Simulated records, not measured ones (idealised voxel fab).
The name of this process module is voxel gate over fins.
The cross-section on display is named cut; it measures 175 nm wide, and its cells are 5 nm squares.
If you're reading a cross-section in this doc, picture square cells in a grid; it comes to you as bands, top ones listed first down to the bottom, and a band can be one or more rows of cells. Band: top height; bottom height; in nm. Then, left to right: material with width in nm, for each material. "full width": a single material spanning edge to edge. "blank": empty space. Heights are expressed relative to 0, this being the level below which the as-received wafer comprises one material exclusively. The lowest band is unbounded in the downward direction and is denoted as in "0 nm and below". It should be noted that a width expressed as "30..40" varies in equal increments from row to row of cells within the band, taking the value of the first number at the top row and that of the second number at the bottom row. No cell of the cross-section changed in a step that is given as "no alterations made". Closed empty spaces (no open way to the top) of 8 cells or more are what "Trapped voids" lists, each as width x height at distance from the left edge, nm for all three. Anything after a step's settings on that line? It's the simulator's own note about the step. When a step includes a mask, the "overlay nm" setting on its line states how far to the right of its planned place that mask lay, and negative values state how far to the left.
The process steps that were planned are listed below
| 1 | RECEIVE,material Si |
| 2 | CONFORMAL_DEP,material SiN,thk nm 10 |
| 3 | MASKED_ETCH,tone cover,mask id FINS,width nm 15,pitch nm 45,etch materials SiN,depth nm 10,overlay nm 0 |
| 4 | MASKED_ETCH,tone cover,mask id FINS,width nm 15,pitch nm 45,etch materials Si,depth nm 30,overlay nm 0 |
| 5 | OXIDIZE,depth nm 5 |
| 6 | FILL_DEP,material SiO2,thk nm 5 |
| 7 | CMP,height nm 10 |
| 8 | SELECTIVE_ETCH,etch materials SiO2,depth nm 20 |
| 9 | STRIP,etch materials SiN |
| 10 | CONFORMAL_DEP,material HfO2,thk nm 5 |
| 11 | CONFORMAL_DEP,material TiN,thk nm 5 |
| 12 | CONFORMAL_DEP,material TiAl,thk nm 5 |
| 13 | CONFORMAL_DEP,material TiN,thk nm 5 |
| 14 | FILL_DEP,material W,thk nm 10 |
| 15 | CMP,height nm 25 |
| 16 | CONFORMAL_DEP,material SiCN,thk nm 5 |
Incoming wafer, cross-sectional view, post step 1
* 0 nm and below: Si full width
* Trapped voids: none
End-of-module cross-section. Starting structure and process plan as above; one mistake made in running it
* 30 nm to 25 nm: SiCN full width
* 25 nm to 20 nm: W full width
* 20 nm to 15 nm: 20 W, then 135 TiN, then 20 W
* 15 nm to 10 nm: 20 W, then 5 TiN, then 35 TiAl, then 10 TiN, then 35 TiAl, then 10 TiN, then 35 TiAl, then 5 TiN, then 20 W
* 10 nm to 5 nm: 25 TiN, then 5 TiAl, then 25 TiN, then 5 TiAl, then 10 TiN, then 5 TiAl, then 25 TiN, then 5 TiAl, then 10 TiN, then 5 TiAl, then 25 TiN, then 5 TiAl, then 25 TiN
* 5 nm to 0 nm: 30 TiAl, then 5 TiN, then 15 HfO2, then 5 TiN, then 20 TiAl, then 5 TiN, then 15 HfO2, then 5 TiN, then 20 TiAl, then 5 TiN, then 15 HfO2, then 5 TiN, then 30 TiAl
* 0 nm to -5 nm: 35 TiN, then 5 HfO2, then 5 Si, then 5 HfO2, then 30 TiN, then 5 HfO2, then 5 Si, then 5 HfO2, then 30 TiN, then 5 HfO2, then 5 Si, then 5 HfO2, then 35 TiN
* -5 nm to -10 nm: 40 HfO2, then 5 Si, then 40 HfO2, then 5 Si, then 40 HfO2, then 5 Si, then 40 HfO2
* -10 nm to -65 nm: 40 SiO2, then 5 Si, then 40 SiO2, then 5 Si, then 40 SiO2, then 5 Si, then 40 SiO2
* -65 nm and below: Si full width
* Trapped voids: none
Error vs. plan: step 4 of the plan saw execution twice
